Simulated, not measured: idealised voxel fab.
Process module name: voxel ribs on slabs
290 nm wide, 5 nm square cells: that's cross-section cut.
For the purposes of this document, a cross-section shall be understood as a grid of square cells, specified as bands listed in top-to-bottom order, each band consisting of one or more rows of cells.
Top height, bottom height, nm. Materials left to right, width each, nm. Single material + "throughout" = fills band edge to edge. "empty" = empty.
Heights are expressed relative to 0, this being the level below which the as-received wafer comprises one material exclusively. The lowest band is unbounded in the downward direction and is denoted as in "0..down".
Width "30->40": first value at the band's top row of cells, second value at its bottom row, equal change from row to row.
"nothing got changed" (step): cross-section cells unchanged, all of them.
Entry "Voids, sealed" = empty spaces >= 8 cells with no open way to the top; each as width x height at distance, distance from left edge, all nm.
after a step's settings: what the simulator itself notes on the step
A step's line can hold "overlay nm"; with a mask on that step, the setting says how far right of the planned place the mask lay, while a negative setting says it lay to the left.
-- Process steps - plan
1: RECEIVE: material Si
2: DIRECTIONAL_DEP: material SiO2, thk nm 30
3: DIRECTIONAL_DEP: material SiN, thk nm 15
4: DIRECTIONAL_DEP: material aC, thk nm 15
5: PATTERN: tone cover, mask id RIB, material resist, width nm 15, thk nm 35, overlay nm 0
6: DIRECTIONAL_ETCH: etch materials aC, depth nm 15
7: STRIP: etch materials resist
8: DIRECTIONAL_ETCH: etch materials SiN, depth nm 10
9: STRIP: etch materials aC
10: DIRECTIONAL_DEP: material aC, thk nm 10
11: PATTERN: tone cover, mask id SLAB, material resist, width nm 65, thk nm 30, overlay nm 0
12: DIRECTIONAL_ETCH: etch materials aC, depth nm 10
13: STRIP: etch materials resist
14: DIRECTIONAL_ETCH: etch materials SiN, depth nm 5
15: STRIP: etch materials aC
16: FILL_DEP: material SiO2, thk nm 25
17: CMP: height nm 65
18: DIRECTIONAL_DEP: material TiN, thk nm 10
19: MASKED_ETCH: tone cover, mask id HEATER, width nm 25, etch materials TiN, depth nm 10, overlay nm 0
20: CONFORMAL_DEP: material SiO2, thk nm 5
-- Wafer as received: cross-section following step 1
* 0..down: Si throughout
* Voids, sealed: none
-- The first of the two wafers as seen in cross-section once the module was finished; processing followed the plan
* 80..75: empty=125, then SiO2=35, then empty=130
* 75..70: empty=125, then SiO2=5, then TiN=25, then SiO2=5, then empty=130
* 70..65: SiO2=130, then TiN=25, then SiO2=135
* 65..45: SiO2 throughout
* 45..35: SiO2=135, then SiN=15, then SiO2=140
* 35..30: SiO2=110, then SiN=65, then SiO2=115
* 30..0: SiO2 throughout
* 0..down: Si throughout
* Voids, sealed: none
-- Second wafer through the module, sectioned at the end: same beginning and same plan as the first wafer, with one mistake in carrying it out
* 80..75: empty=120, then SiO2=45, then empty=125
* 75..70: empty=120, then SiO2=5, then TiN=35, then SiO2=5, then empty=125
* 70..65: SiO2=125, then TiN=35, then SiO2=130
* 65..45: SiO2 throughout
* 45..35: SiO2=135, then SiN=15, then SiO2=140
* 35..30: SiO2=110, then SiN=65, then SiO2=115
* 30..0: SiO2 throughout
* 0..down: Si throughout
* Voids, sealed: none
So what did we get wrong on this run? rather than as planned, step 19 actually ran as MASKED_ETCH: tone cover, mask id HEATER, width nm 35, etch materials TiN, depth nm 10, overlay nm 0
Per the end-of-run cell counts, the second wafer holds more or fewer of some materials than the first: TiN +4
